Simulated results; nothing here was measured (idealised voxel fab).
Process module heading - voxel released beams
The figure presents cross-section cut, which has a width of 165 nm and is divided into square cells with an edge length of 5 nm.
A cross-section is written here as square cells arranged in a grid, and it is given in bands from the top down, each band taking up one or more rows of cells.
The band entry comprises the height of the band's top followed by the height of its bottom, expressed in nm, and subsequently the band's materials from left to right, each stated together with its width in nm. Where a single material is marked with the word "throughout", that material fills the band from edge to edge. The word "air" represents empty space.
Heights are measured from 0, the level below which the as-received wafer is all one material; the lowest band has no bottom and continues downward, written as in "z 0 and below".
Graded width ("30..40"): value in top row of band = first number; value in bottom row = second number; row-to-row change constant.
Given "remained unchanged" for a step, no cell of the cross-section differs between before and after that step.
In "Enclosed cavity list" the enclosed voids are listed, meaning empty spaces of 8 cells or larger without any opening to the top. The form is width x height at distance, distance from the left edge, units nm.
Note: text after step settings on the step line = simulator remark on that step.
The optional step-line setting "overlay nm" applies to steps with a mask and quantifies how far to the right of its planned location the mask lay, a negative value indicating leftward placement.
## Listed below are the process steps as planned
1. RECEIVE with material Si
2. CONFORMAL_DEP with material SiN, thk nm 5
3. DIRECTIONAL_DEP with material SiO2, thk nm 20
4. DIRECTIONAL_DEP with material aC, thk nm 15
5. PATTERN with tone open, mask id ANCHOR, material resist, width nm 30, thk nm 30, overlay nm 0
6. DIRECTIONAL_ETCH with etch materials aC, depth nm 15
7. STRIP with etch materials resist
8. DIRECTIONAL_ETCH with etch materials SiO2, depth nm 20
9. STRIP with etch materials aC
10. CONFORMAL_DEP with material polySi, thk nm 10
11. PATTERN with tone cover, mask id BEAM, material resist, width nm 75, thk nm 15, overlay nm 0
12. DIRECTIONAL_ETCH with etch materials polySi, depth nm 10
13. STRIP with etch materials resist
14. STRIP with etch materials SiO2
## First of two wafers - as planned
## Cross-section: wafer on arrival = after step 1
* z 0 and below | Si throughout
* Enclosed cavity list: none
## Presented here is a cross-section of the wafer after step 2 has been performed
* z 5 to 0 | SiN throughout
* Everything below 0 is unchanged.
## Presented here is a cross-section of the wafer after step 3 has been performed
* z 25 to 5 | SiO2 throughout
* Everything below 5 is unchanged.
## Presented here is a cross-section of the wafer after step 4 has been performed
* z 40 to 25 | aC throughout
* Everything below 25 is unchanged.
## Presented here is a cross-section of the wafer after step 5 has been performed
* z 70 to 40 | resist 45 nm, then air 30 nm, then resist 90 nm
* Everything below 40 is unchanged.
## Presented here is a cross-section of the wafer after step 6 has been performed
* z 55 to 40 | resist 45 nm, then air 30 nm, then resist 90 nm
* z 40 to 25 | aC 45 nm, then air 30 nm, then aC 90 nm
* Everything below 25 is unchanged.
## Presented here is a cross-section of the wafer after step 7 has been performed
* z 40 to 25 | aC 45 nm, then air 30 nm, then aC 90 nm
* Everything below 25 is unchanged.
## Presented here is a cross-section of the wafer after step 8 has been performed
* z 40 to 25 | aC 45 nm, then air 30 nm, then aC 90 nm
* z 25 to 5 | SiO2 45 nm, then air 30 nm, then SiO2 90 nm
* Everything below 5 is unchanged.
## Presented here is a cross-section of the wafer after step 9 has been performed
* z 25 to 5 | SiO2 45 nm, then air 30 nm, then SiO2 90 nm
* Everything below 5 is unchanged.
## Presented here is a cross-section of the wafer after step 10 has been performed
* z 35 to 25 | polySi 55 nm, then air 10 nm, then polySi 100 nm
* z 25 to 15 | SiO2 45 nm, then polySi 10 nm, then air 10 nm, then polySi 10 nm, then SiO2 90 nm
* z 15 to 5 | SiO2 45 nm, then polySi 30 nm, then SiO2 90 nm
* Everything below 5 is unchanged.
## Presented here is a cross-section of the wafer after step 11 has been performed
* z 50 to 35 | air 40 nm, then resist 75 nm, then air 50 nm
* z 35 to 25 | polySi 55 nm, then resist 10 nm, then polySi 100 nm
* z 25 to 15 | SiO2 45 nm, then polySi 10 nm, then resist 10 nm, then polySi 10 nm, then SiO2 90 nm
* Everything below 15 is unchanged.
## Presented here is a cross-section of the wafer after step 12 has been performed
* z 50 to 35 | air 40 nm, then resist 75 nm, then air 50 nm
* z 35 to 25 | air 40 nm, then polySi 15 nm, then resist 10 nm, then polySi 50 nm, then air 50 nm
* Everything below 25 is unchanged.
## Presented here is a cross-section of the wafer after step 13 has been performed
* z 35 to 25 | air 40 nm, then polySi 15 nm, then air 10 nm, then polySi 50 nm, then air 50 nm
* z 25 to 15 | SiO2 45 nm, then polySi 10 nm, then air 10 nm, then polySi 10 nm, then SiO2 90 nm
* Everything below 15 is unchanged.
## Presented here is a cross-section of the wafer after step 14 has been performed
* z 35 to 25 | air 40 nm, then polySi 15 nm, then air 10 nm, then polySi 50 nm, then air 50 nm
* z 25 to 15 | air 45 nm, then polySi 10 nm, then air 10 nm, then polySi 10 nm, then air 90 nm
* z 15 to 5 | air 45 nm, then polySi 30 nm, then air 90 nm
* Everything below 5 is unchanged.
## For the second wafer, take the first wafer's start and plan, then add one mistake made in running it; everything through step 4, that step included, is shared with the first
## Second wafer cross-section, taken as of the time the plan sets for step 5 to be done
* z 70 to 40 | resist 50 nm, then air 30 nm, then resist 85 nm
* Everything below 40 is unchanged.
## Second wafer cross-section, taken as of the time the plan sets for step 6 to be done
* z 55 to 40 | resist 50 nm, then air 30 nm, then resist 85 nm
* z 40 to 25 | aC 50 nm, then air 30 nm, then aC 85 nm
* Everything below 25 is unchanged.
## Second wafer cross-section, taken as of the time the plan sets for step 7 to be done
* z 40 to 25 | aC 50 nm, then air 30 nm, then aC 85 nm
* Everything below 25 is unchanged.
## Second wafer cross-section, taken as of the time the plan sets for step 8 to be done
* z 40 to 25 | aC 50 nm, then air 30 nm, then aC 85 nm
* z 25 to 5 | SiO2 50 nm, then air 30 nm, then SiO2 85 nm
* Everything below 5 is unchanged.
## Second wafer cross-section, taken as of the time the plan sets for step 9 to be done
* z 25 to 5 | SiO2 50 nm, then air 30 nm, then SiO2 85 nm
* Everything below 5 is unchanged.
## Second wafer cross-section, taken as of the time the plan sets for step 10 to be done
* z 35 to 25 | polySi 60 nm, then air 10 nm, then polySi 95 nm
* z 25 to 15 | SiO2 50 nm, then polySi 10 nm, then air 10 nm, then polySi 10 nm, then SiO2 85 nm
* z 15 to 5 | SiO2 50 nm, then polySi 30 nm, then SiO2 85 nm
* Everything below 5 is unchanged.
## Second wafer cross-section, taken as of the time the plan sets for step 11 to be done
* z 50 to 35 | air 40 nm, then resist 75 nm, then air 50 nm
* z 35 to 25 | polySi 60 nm, then resist 10 nm, then polySi 95 nm
* z 25 to 15 | SiO2 50 nm, then polySi 10 nm, then resist 10 nm, then polySi 10 nm, then SiO2 85 nm
* Everything below 15 is unchanged.
## Second wafer cross-section, taken as of the time the plan sets for step 12 to be done
* z 50 to 35 | air 40 nm, then resist 75 nm, then air 50 nm
* z 35 to 25 | air 40 nm, then polySi 20 nm, then resist 10 nm, then polySi 45 nm, then air 50 nm
* Everything below 25 is unchanged.
## Second wafer cross-section, taken as of the time the plan sets for step 13 to be done
* z 35 to 25 | air 40 nm, then polySi 20 nm, then air 10 nm, then polySi 45 nm, then air 50 nm
* z 25 to 15 | SiO2 50 nm, then polySi 10 nm, then air 10 nm, then polySi 10 nm, then SiO2 85 nm
* Everything below 15 is unchanged.
## Second wafer cross-section, taken as of the time the plan sets for step 14 to be done
* z 35 to 25 | air 40 nm, then polySi 20 nm, then air 10 nm, then polySi 45 nm, then air 50 nm
* z 25 to 15 | air 50 nm, then polySi 10 nm, then air 10 nm, then polySi 10 nm, then air 85 nm
* z 15 to 5 | air 50 nm, then polySi 30 nm, then air 85 nm
* Everything below 5 is unchanged.
So what did we get wrong on this run? so step 5 ended up running with a different setting than we planned, it ran as PATTERN with tone open, mask id ANCHOR, material resist, width nm 30, thk nm 30, overlay nm 5
at the end the second wafer has, in cells: as many of each material as the first, in other places
